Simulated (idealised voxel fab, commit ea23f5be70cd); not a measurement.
process module | voxel gate over fins
cross-section cut | 290 nm wide | cells 5 nm
A cross-section is a grid of square cells, given in bands from the top down. A band is one or more rows of cells.
Each band's line starts with the height of the band's top and of its bottom, in nm. Then come its materials from left to right, each with its width in nm. One material with "throughout" fills the band from edge to edge. "air" is empty space.
Height 0 is the level under which the wafer as received is all one material. The lowest band goes on downwards, as in "0 down".
A width such as "30 to 40" changes by the same amount from each row of cells to the next, from the band's top row to its bottom row.
"no change" after a step means that no cell of the cross-section changed.
closed voids: empty space of 8 cells or more with no open way to the top, each as width x height at its distance from the left edge, in nm
after a step's settings: what the simulator itself notes on the step
overlay nm, on a step with a mask: how far to the right of its planned place the mask lay; to the left if negative
plan
1 op RECEIVE | material Si
2 op CONFORMAL_DEP | material SiN | thk nm 5
3 op PATTERN | tone cover | mask id FINS | material resist | width nm 15 | pitch nm 40 | thk nm 15 | overlay nm 0
4 op DIRECTIONAL_ETCH | etch materials SiN | depth nm 5
5 op DIRECTIONAL_ETCH | etch materials Si | depth nm 35
6 op STRIP | etch materials resist
7 op OXIDIZE | depth nm 5
8 op FILL_DEP | material SiO2 | thk nm 5
9 op CMP | height nm 5
10 op SELECTIVE_ETCH | etch materials SiO2 | depth nm 20
11 op STRIP | etch materials SiN
12 op CONFORMAL_DEP | material HfO2 | thk nm 5
13 op CONFORMAL_DEP | material TiN | thk nm 5
14 op FILL_DEP | material W | thk nm 15
15 op CMP | height nm 20
16 op CONFORMAL_DEP | material SiN | thk nm 10
varied across the wafers: width nm of step 3. The plan shows the first wafer's value. All wafers start alike
first wafer as received, after step 1
  0 down: Si throughout
  closed voids: none
first wafer at the end, after step 16
  30 to 20: SiN throughout
  20 to 10: W throughout
  10 to 5: W 70 | TiN 25 | W 15 | TiN 25 | W 15 | TiN 25 | W 15 | TiN 25 | W 75
  5 to 0: W 70 | TiN 5 | HfO2 15 | TiN 5 | W 15 | TiN 5 | HfO2 15 | TiN 5 | W 15 | TiN 5 | HfO2 15 | TiN 5 | W 15 | TiN 5 | HfO2 15 | TiN 5 | W 75
  0 to -5: W 70 | TiN 5 | HfO2 5 | Si 5 | HfO2 5 | TiN 5 | W 15 | TiN 5 | HfO2 5 | Si 5 | HfO2 5 | TiN 5 | W 15 | TiN 5 | HfO2 5 | Si 5 | HfO2 5 | TiN 5 | W 15 | TiN 5 | HfO2 5 | Si 5 | HfO2 5 | TiN 5 | W 75
  -5 to -10: TiN 75 | HfO2 5 | Si 5 | HfO2 5 | TiN 25 | HfO2 5 | Si 5 | HfO2 5 | TiN 25 | HfO2 5 | Si 5 | HfO2 5 | TiN 25 | HfO2 5 | Si 5 | HfO2 5 | TiN 80
  -10 to -15: HfO2 80 | Si 5 | HfO2 35 | Si 5 | HfO2 35 | Si 5 | HfO2 35 | Si 5 | HfO2 85
  -15 to -40: SiO2 80 | Si 5 | SiO2 35 | Si 5 | SiO2 35 | Si 5 | SiO2 35 | Si 5 | SiO2 85
  -40 down: Si throughout
  closed voids: none
last wafer at the end
  30 to 20: SiN throughout
  20 to 10: W throughout
  10 to 5: W 65 | TiN 35 | W 5 | TiN 35 | W 5 | TiN 35 | W 5 | TiN 35 | W 70
  5 to 0: W 65 | TiN 5 | HfO2 25 | TiN 5 | W 5 | TiN 5 | HfO2 25 | TiN 5 | W 5 | TiN 5 | HfO2 25 | TiN 5 | W 5 | TiN 5 | HfO2 25 | TiN 5 | W 70
  0 to -5: W 65 | TiN 5 | HfO2 5 | Si 15 | HfO2 5 | TiN 5 | W 5 | TiN 5 | HfO2 5 | Si 15 | HfO2 5 | TiN 5 | W 5 | TiN 5 | HfO2 5 | Si 15 | HfO2 5 | TiN 5 | W 5 | TiN 5 | HfO2 5 | Si 15 | HfO2 5 | TiN 5 | W 70
  -5 to -10: TiN 70 | HfO2 5 | Si 15 | HfO2 5 | TiN 15 | HfO2 5 | Si 15 | HfO2 5 | TiN 15 | HfO2 5 | Si 15 | HfO2 5 | TiN 15 | HfO2 5 | Si 15 | HfO2 5 | TiN 75
  -10 to -15: HfO2 75 | Si 15 | HfO2 25 | Si 15 | HfO2 25 | Si 15 | HfO2 25 | Si 15 | HfO2 80
  -15 to -40: SiO2 75 | Si 15 | SiO2 25 | Si 15 | SiO2 25 | Si 15 | SiO2 25 | Si 15 | SiO2 80
  -40 down: Si throughout
  closed voids: none
each wafer at the end: cells of each material gained (+) or lost (-) since it was received, then its closed voids
width nm 15 | +82 HfO2 | -432 Si | +116 SiN | +270 SiO2 | +82 TiN | +230 W | closed voids: none
width nm 20 | +82 HfO2 | -400 Si | +116 SiN | +250 SiO2 | +82 TiN | +218 W | closed voids: none
width nm 25 | +82 HfO2 | -368 Si | +116 SiN | +230 SiO2 | +82 TiN | +206 W | closed voids: none
